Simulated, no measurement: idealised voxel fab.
The document below concerns the process module designated voxel released beams.
The cross-section shown here is cut; it is 285 nm wide and divided into square cells measuring 5 nm on a side.
Cross-section format: a grid of square cells, given as bands from top to bottom; each band is one or more rows of cells. Top height, bottom height, nm. Materials left to right, width each, nm. Single material + "full width" = fills band edge to edge. "air" = empty. Heights are reckoned from 0. Under this level, the received wafer is all of one material. The bottommost band is open-ended downward, for example "0 nm and below". Note: "30->40" means the width goes from the first number (top row of the band) to the second number (bottom row) in equal steps per row of cells. "nothing different" means the step left every cell of the cross-section as it was. For the entry "Closed void list", the listed items are empty spaces with no open way to the top whose size is 8 cells or more; each item follows the pattern width x height at distance, where distance is from the left edge and all three are in nm. after a step's settings: what the simulator itself notes on the step. overlay nm: how far to the right of its planned place the mask lay on this masked step (negative: to the left).
[Steps in the process plan]
1,RECEIVE with material Si
2,CONFORMAL_DEP with material SiN, thk nm 10
3,DIRECTIONAL_DEP with material SiO2, thk nm 10
4,MASKED_ETCH with tone open, mask id ANCHOR, width nm 25, etch materials SiO2, depth nm 5, overlay nm 0
5,CONFORMAL_DEP with material polySi, thk nm 10
6,DIRECTIONAL_DEP with material aC, thk nm 15
7,PATTERN with tone cover, mask id BEAM, material resist, width nm 90, thk nm 30, overlay nm 0
8,DIRECTIONAL_ETCH with etch materials aC, depth nm 15
9,STRIP with etch materials resist
10,DIRECTIONAL_ETCH with etch materials polySi, depth nm 10
11,STRIP with etch materials aC
12,STRIP with etch materials SiO2
Among the wafers covered here, the point of difference is the depth nm at step 4; their starting state is shared, and the plan presents the value of the first wafer.
[Cross-sectional view of the first of several wafers in the as-received condition, corresponding to the state following step 1]
0 nm and below | Si full width
Closed void list: none
[Shown in cross-section: the first of several wafers at the end of the module, after its last step, step 12]
10 nm to 0 nm | SiN full width
0 nm and below | Si full width
Closed void list: none
[Last wafer, end of module, cross-section]
30 nm to 20 nm | air: 95, polySi: 15, air: 5, polySi: 70, air: 100
20 nm to 10 nm | air: 100, polySi: 25, air: 160
10 nm to 0 nm | SiN full width
0 nm and below | Si full width
Closed void list: none
[Below is a per-wafer table. In it, each row describes the wafer at the end of the module by giving, for each material, the number of cells gained (+) or lost (-) since the wafer was received, and after that the closed voids of the wafer]
depth nm 5, +114 SiN, Closed void list: none
depth nm 10, +114 SiN, +44 polySi, Closed void list: none
depth nm 15, +114 SiN, +44 polySi, Closed void list: none
depth nm 20, +114 SiN, +44 polySi, Closed void list: none
depth nm 25, +114 SiN, +44 polySi, Closed void list: none
